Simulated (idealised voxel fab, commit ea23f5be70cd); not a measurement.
The name of this process module is voxel double patterning.
The figure presents cross-section cut, which has a width of 160 nm and is divided into square cells with an edge length of 5 nm.
Square cells in a grid make up a cross-section in this document, and the grid is given as bands, listed from the top down, each one or more rows of cells.
First you get the band's top height and its bottom height, in nm, and then the materials it's made of, left to right, with each width in nm. If you see a single material with "full width", that one covers the band edge to edge. "blank" is empty space.
Height datum 0, below which the as-received substrate wafer is one material. Lowest band open at the bottom, running downward: "top 0, no bottom".
A width given as "30 to 40" starts at the first number in the band's top row and ends at the second number in its bottom row, shifting by an equal amount at every step from row to row.
Given "no change" for a step, no cell of the cross-section differs between before and after that step.
The entry "Closed internal voids" lists the empty spaces that cover at least 8 cells and have no open path to the top. Each is written as width x height at distance, where the distance is measured from the left edge and all three values are in nm.
On a step's line, text after the settings is the simulator commenting on that step.
For masked steps, "overlay nm" on the step line gives how far right of plan the mask actually lay; a minus sign means it lay to the left.

**Here's what the planned process steps look like**
step 1: RECEIVE | material Si
step 2: CONFORMAL_DEP | material SiO2 | thk nm 10
step 3: DIRECTIONAL_DEP | material polySi | thk nm 15
step 4: DIRECTIONAL_DEP | material SiCN | thk nm 10
step 5: MASKED_ETCH | tone open | mask id FIRST | width nm 15 | pitch nm 50 | etch materials SiCN | depth nm 10 | overlay nm 0
step 6: DIRECTIONAL_DEP | material aC | thk nm 10
step 7: PATTERN | tone open | mask id SECOND | material resist | width nm 15 | pitch nm 50 | thk nm 25 | overlay nm 0
step 8: DIRECTIONAL_ETCH | etch materials aC | depth nm 10
step 9: STRIP | etch materials resist
step 10: DIRECTIONAL_ETCH | etch materials SiCN | depth nm 10
step 11: STRIP | etch materials aC
step 12: DIRECTIONAL_ETCH | etch materials polySi | depth nm 15
step 13: STRIP | etch materials SiCN

**First wafer of two (run as planned)**

**Wafer as received: cross-section following step 1**
* top 0, no bottom | Si full width
* Closed internal voids: none

**The following cross-section depicts the wafer upon completion of step 2**
* top 10, bottom 0 | SiO2 full width
* Under the height 0 nothing was changed.

**The following cross-section depicts the wafer upon completion of step 3**
* top 25, bottom 10 | polySi full width
* Under the height 10 nothing was changed.

**The following cross-section depicts the wafer upon completion of step 4**
* top 35, bottom 25 | SiCN full width
* Under the height 25 nothing was changed.

**The following cross-section depicts the wafer upon completion of step 5**
* top 35, bottom 25 | 20 nm SiCN, then 15 nm blank, then 35 nm SiCN, then 15 nm blank, then 35 nm SiCN, then 15 nm blank, then 25 nm SiCN
* Under the height 25 nothing was changed.

**The following cross-section depicts the wafer upon completion of step 6**
* top 45, bottom 35 | 20 nm aC, then 15 nm blank, then 35 nm aC, then 15 nm blank, then 35 nm aC, then 15 nm blank, then 25 nm aC
* top 35, bottom 25 | 20 nm SiCN, then 15 nm aC, then 35 nm SiCN, then 15 nm aC, then 35 nm SiCN, then 15 nm aC, then 25 nm SiCN
* Under the height 25 nothing was changed.

**The following cross-section depicts the wafer upon completion of step 7**
* top 70, bottom 45 | 45 nm resist, then 15 nm blank, then 35 nm resist, then 15 nm blank, then 50 nm resist
* top 45, bottom 35 | 20 nm aC, then 15 nm resist, then 35 nm aC, then 15 nm resist, then 35 nm aC, then 15 nm resist, then 25 nm aC
* Under the height 35 nothing was changed.

**The following cross-section depicts the wafer upon completion of step 8**
* top 60, bottom 45 | 45 nm resist, then 15 nm blank, then 35 nm resist, then 15 nm blank, then 50 nm resist
* top 45, bottom 35 | 20 nm aC, then 15 nm resist, then 10 nm aC, then 15 nm blank, then 10 nm aC, then 15 nm resist, then 10 nm aC, then 15 nm blank, then 10 nm aC, then 15 nm resist, then 25 nm aC
* Under the height 35 nothing was changed.

**The following cross-section depicts the wafer upon completion of step 9**
* top 45, bottom 35 | 20 nm aC, then 15 nm blank, then 10 nm aC, then 15 nm blank, then 10 nm aC, then 15 nm blank, then 10 nm aC, then 15 nm blank, then 10 nm aC, then 15 nm blank, then 25 nm aC
* Under the height 35 nothing was changed.

**The following cross-section depicts the wafer upon completion of step 10**
* top 45, bottom 35 | 20 nm aC, then 15 nm blank, then 10 nm aC, then 15 nm blank, then 10 nm aC, then 15 nm blank, then 10 nm aC, then 15 nm blank, then 10 nm aC, then 15 nm blank, then 25 nm aC
* top 35, bottom 25 | 20 nm SiCN, then 15 nm aC, then 10 nm SiCN, then 15 nm blank, then 10 nm SiCN, then 15 nm aC, then 10 nm SiCN, then 15 nm blank, then 10 nm SiCN, then 15 nm aC, then 25 nm SiCN
* Under the height 25 nothing was changed.

**The following cross-section depicts the wafer upon completion of step 11**
* top 35, bottom 25 | 20 nm SiCN, then 15 nm blank, then 10 nm SiCN, then 15 nm blank, then 10 nm SiCN, then 15 nm blank, then 10 nm SiCN, then 15 nm blank, then 10 nm SiCN, then 15 nm blank, then 25 nm SiCN
* Under the height 25 nothing was changed.

**The following cross-section depicts the wafer upon completion of step 12**
* top 35, bottom 25 | 20 nm SiCN, then 15 nm blank, then 10 nm SiCN, then 15 nm blank, then 10 nm SiCN, then 15 nm blank, then 10 nm SiCN, then 15 nm blank, then 10 nm SiCN, then 15 nm blank, then 25 nm SiCN
* top 25, bottom 10 | 20 nm polySi, then 15 nm blank, then 10 nm polySi, then 15 nm blank, then 10 nm polySi, then 15 nm blank, then 10 nm polySi, then 15 nm blank, then 10 nm polySi, then 15 nm blank, then 25 nm polySi
* Under the height 10 nothing was changed.

**The following cross-section depicts the wafer upon completion of step 13**
* top 25, bottom 10 | 20 nm polySi, then 15 nm blank, then 10 nm polySi, then 15 nm blank, then 10 nm polySi, then 15 nm blank, then 10 nm polySi, then 15 nm blank, then 10 nm polySi, then 15 nm blank, then 25 nm polySi
* Under the height 10 nothing was changed.

**The Second Wafer: Common Origin and Plan, One Mistake in Execution, Identical to the First Through Step 4**

**What the second wafer looks like in cross-section when step 5 should have wrapped up**
* top 35, bottom 25 | 20 nm blank, then 15 nm SiCN, then 35 nm blank, then 15 nm SiCN, then 35 nm blank, then 15 nm SiCN, then 25 nm blank
* Under the height 25 nothing was changed.

**What the second wafer looks like in cross-section when step 6 should have wrapped up**
* top 45, bottom 35 | 20 nm blank, then 15 nm aC, then 35 nm blank, then 15 nm aC, then 35 nm blank, then 15 nm aC, then 25 nm blank
* top 35, bottom 25 | 20 nm aC, then 15 nm SiCN, then 35 nm aC, then 15 nm SiCN, then 35 nm aC, then 15 nm SiCN, then 25 nm aC
* Under the height 25 nothing was changed.

**What the second wafer looks like in cross-section when step 7 should have wrapped up**
* top 70, bottom 45 | 45 nm resist, then 15 nm blank, then 35 nm resist, then 15 nm blank, then 50 nm resist
* top 45, bottom 35 | 20 nm resist, then 15 nm aC, then 10 nm resist, then 15 nm blank, then 10 nm resist, then 15 nm aC, then 10 nm resist, then 15 nm blank, then 10 nm resist, then 15 nm aC, then 25 nm resist
* Under the height 35 nothing was changed.

**What the second wafer looks like in cross-section when step 8 should have wrapped up**
* top 60, bottom 45 | 45 nm resist, then 15 nm blank, then 35 nm resist, then 15 nm blank, then 50 nm resist
* top 45, bottom 35 | 20 nm resist, then 15 nm aC, then 10 nm resist, then 15 nm blank, then 10 nm resist, then 15 nm aC, then 10 nm resist, then 15 nm blank, then 10 nm resist, then 15 nm aC, then 25 nm resist
* top 35, bottom 25 | 20 nm aC, then 15 nm SiCN, then 10 nm aC, then 15 nm blank, then 10 nm aC, then 15 nm SiCN, then 10 nm aC, then 15 nm blank, then 10 nm aC, then 15 nm SiCN, then 25 nm aC
* Under the height 25 nothing was changed.

**What the second wafer looks like in cross-section when step 9 should have wrapped up**
* top 45, bottom 35 | 20 nm blank, then 15 nm aC, then 35 nm blank, then 15 nm aC, then 35 nm blank, then 15 nm aC, then 25 nm blank
* Under the height 35 nothing was changed.

What the second wafer looks like in cross-section when step 10 should have wrapped up: no change

**What the second wafer looks like in cross-section when step 11 should have wrapped up**
* top 35, bottom 25 | 20 nm blank, then 15 nm SiCN, then 35 nm blank, then 15 nm SiCN, then 35 nm blank, then 15 nm SiCN, then 25 nm blank
* Under the height 25 nothing was changed.

**What the second wafer looks like in cross-section when step 12 should have wrapped up**
* top 35, bottom 25 | 20 nm blank, then 15 nm SiCN, then 35 nm blank, then 15 nm SiCN, then 35 nm blank, then 15 nm SiCN, then 25 nm blank
* top 25, bottom 10 | 20 nm blank, then 15 nm polySi, then 35 nm blank, then 15 nm polySi, then 35 nm blank, then 15 nm polySi, then 25 nm blank
* Under the height 10 nothing was changed.

**What the second wafer looks like in cross-section when step 13 should have wrapped up**
* top 25, bottom 10 | 20 nm blank, then 15 nm polySi, then 35 nm blank, then 15 nm polySi, then 35 nm blank, then 15 nm polySi, then 25 nm blank
* Under the height 10 nothing was changed.
Processing error: step 5 went in with a setting other than planned; the actual run was MASKED_ETCH | tone cover | mask id FIRST | width nm 15 | pitch nm 50 | etch materials SiCN | depth nm 10 | overlay nm 0
Final tally in cells, some materials are higher or lower on the second wafer than on the first: polySi -24
